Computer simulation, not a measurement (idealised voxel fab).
process module | voxel transistor to metal
cross-section cut | 275 nm wide | cells 5 nm
A cross-section is a grid of square cells, given in bands from the top down. A band is one or more rows of cells.
Each band's line starts with the height of the band's top and of its bottom, in nm. Then come its materials from left to right, each with its width in nm. One material with "throughout" fills the band from edge to edge. "air" is empty space.
Height 0 is the level under which the wafer as received is all one material. The lowest band goes on downwards, as in "0 down".
A width such as "30 to 40" changes by the same amount from each row of cells to the next, from the band's top row to its bottom row.
"no change" after a step means that no cell of the cross-section changed.
closed voids: empty space of 8 cells or more with no open way to the top, each as width x height at its distance from the left edge, in nm
after a step's settings: what the simulator itself notes on the step
overlay nm, on a step with a mask: how far to the right of its planned place the mask lay; to the left if negative
plan
1 op RECEIVE | material Si
2 op CONFORMAL_DEP | material SiO2 | thk nm 5
3 op CONFORMAL_DEP | material SiN | thk nm 10
4 op PATTERN | tone cover | mask id ACTIVE | material resist | width nm 105 | pitch nm 125 | thk nm 15 | overlay nm 0
5 op DIRECTIONAL_ETCH | etch materials SiN | depth nm 10
6 op DIRECTIONAL_ETCH | etch materials SiO2 | depth nm 5
7 op DIRECTIONAL_ETCH | etch materials Si | depth nm 25
8 op STRIP | etch materials resist
9 op OXIDIZE | depth nm 5
10 op FILL_DEP | material SiO2 | thk nm 10
11 op CMP | height nm 15
12 op SELECTIVE_ETCH | etch materials SiO2 | depth nm 10
13 op STRIP | etch materials SiN
14 op SELECTIVE_ETCH | etch materials SiO2 | depth nm 5
15 op OXIDIZE | depth nm 5
16 op DIRECTIONAL_DEP | material polySi | thk nm 30
17 op DIRECTIONAL_DEP | material SiCN | thk nm 10
18 op MASKED_ETCH | tone cover | mask id GATE | width nm 25 | pitch nm 125 | etch materials SiCN | depth nm 20 | overlay nm 0
19 op MASKED_ETCH | tone cover | mask id GATE | width nm 25 | pitch nm 125 | etch materials polySi | depth nm 40 | overlay nm 0
20 op CONFORMAL_DEP | material SiO2 | thk nm 5
21 op DIRECTIONAL_ETCH | etch materials SiO2 | depth nm 5
22 op CONFORMAL_DEP | material SiN | thk nm 5
23 op DIRECTIONAL_ETCH | etch materials SiN | depth nm 5
24 op DIRECTIONAL_ETCH | etch materials SiO2 | depth nm 5
25 op DIRECTIONAL_ETCH | etch materials Si | depth nm 15
26 op EPI | material SiGe | thk nm 20
27 op FILL_DEP | material SiO2 | thk nm 5
28 op CMP | height nm 30
29 op STRIP | etch materials polySi
30 op SELECTIVE_ETCH | etch materials SiO2 | depth nm 5
31 op CONFORMAL_DEP | material HfO2 | thk nm 5
32 op CONFORMAL_DEP | material TiN | thk nm 5
33 op FILL_DEP | material W | thk nm 5
34 op CMP | height nm 25
35 op DIRECTIONAL_DEP | material SiO2 | thk nm 10
36 op PATTERN | tone open | mask id CONTACT | material resist | width nm 20 | thk nm 20 | overlay nm 0
37 op DIRECTIONAL_ETCH | etch materials SiO2 | depth nm 35
38 op STRIP | etch materials resist
39 op CONFORMAL_DEP | material TiN | thk nm 5
40 op FILL_DEP | material Ru | thk nm 10
41 op CMP | height nm 35
42 op DIRECTIONAL_DEP | material TiN | thk nm 5
43 op DIRECTIONAL_DEP | material Ru | thk nm 25
44 op DIRECTIONAL_DEP | material aC | thk nm 10
45 op PATTERN | tone cover | mask id METAL_1 | material resist | width nm 20 | thk nm 30 | overlay nm 0
46 op DIRECTIONAL_ETCH | etch materials aC | depth nm 10
47 op STRIP | etch materials resist
48 op DIRECTIONAL_ETCH | etch materials Ru | depth nm 25
49 op DIRECTIONAL_ETCH | etch materials TiN | depth nm 5
50 op STRIP | etch materials aC
51 op CONFORMAL_DEP | material SiN | thk nm 5
52 op FILL_DEP | material lowk | thk nm 10
53 op CMP | height nm 65
54 op CONFORMAL_DEP | material SiCN | thk nm 5
as received, after step 1
  0 down: Si throughout
  closed voids: none
a wafer at the end: this start, this plan, one mistake
  70 to 65: SiCN throughout
  65 to 60: SiN 25 | TiN 20 | SiN 55 | TiN 20 | SiN 30 | TiN 20 | SiN 55 | TiN 20 | SiN 30
  60 to 35: Ru throughout
  35 to 25: SiO2 25 | TiN 5 | Ru 10 | TiN 5 | SiO2 55 | TiN 5 | Ru 10 | TiN 5 | SiO2 30 | TiN 5 | Ru 10 | TiN 5 | SiO2 55 | TiN 5 | Ru 10 | TiN 5 | SiO2 30
  25 to 20: SiO2 25 | TiN 5 | Ru 10 | TiN 5 | SiO2 5 | SiN 5 | HfO2 5 | TiN 5 | W 15 | TiN 5 | HfO2 5 | SiN 5 | SiO2 5 | TiN 5 | Ru 10 | TiN 5 | SiO2 30 | TiN 5 | Ru 10 | TiN 5 | SiO2 5 | SiN 5 | HfO2 5 | TiN 5 | W 15 | TiN 5 | HfO2 5 | SiN 5 | SiO2 5 | TiN 5 | Ru 10 | TiN 5 | SiO2 30
  20 to 15: SiO2 25 | TiN 20 | SiO2 5 | SiN 5 | HfO2 5 | TiN 5 | W 15 | TiN 5 | HfO2 5 | SiN 5 | SiO2 5 | TiN 20 | SiO2 30 | TiN 20 | SiO2 5 | SiN 5 | HfO2 5 | TiN 5 | W 15 | TiN 5 | HfO2 5 | SiN 5 | SiO2 5 | TiN 20 | SiO2 30
  15 to 5: SiO2 25 | TiN 5 | SiGe 20 | SiN 5 | HfO2 5 | TiN 5 | W 15 | TiN 5 | HfO2 5 | SiN 5 | SiGe 20 | TiN 5 | SiO2 30 | TiN 5 | SiGe 20 | SiN 5 | HfO2 5 | TiN 5 | W 15 | TiN 5 | HfO2 5 | SiN 5 | SiGe 20 | TiN 5 | SiO2 30
  5 to 0: SiO2 25 | TiN 5 | SiGe 20 | SiN 5 | HfO2 5 | TiN 25 | HfO2 5 | SiN 5 | SiGe 20 | TiN 5 | SiO2 30 | TiN 5 | SiGe 20 | SiN 5 | HfO2 5 | TiN 25 | HfO2 5 | SiN 5 | SiGe 20 | TiN 5 | SiO2 30
  0 to -5: SiO2 20 | SiGe 30 | SiO2 5 | HfO2 35 | SiO2 5 | SiGe 30 | SiO2 20 | SiGe 30 | SiO2 5 | HfO2 35 | SiO2 5 | SiGe 30 | SiO2 25
  -5 to -20: SiO2 25 | SiGe 25 | Si 45 | SiGe 25 | SiO2 30 | SiGe 25 | Si 45 | SiGe 25 | SiO2 30
  -20 to -30: SiO2 25 | Si 95 | SiO2 30 | Si 95 | SiO2 30
  -30 down: Si throughout
  closed voids: none
what went wrong: steps 42 and 43 were swapped
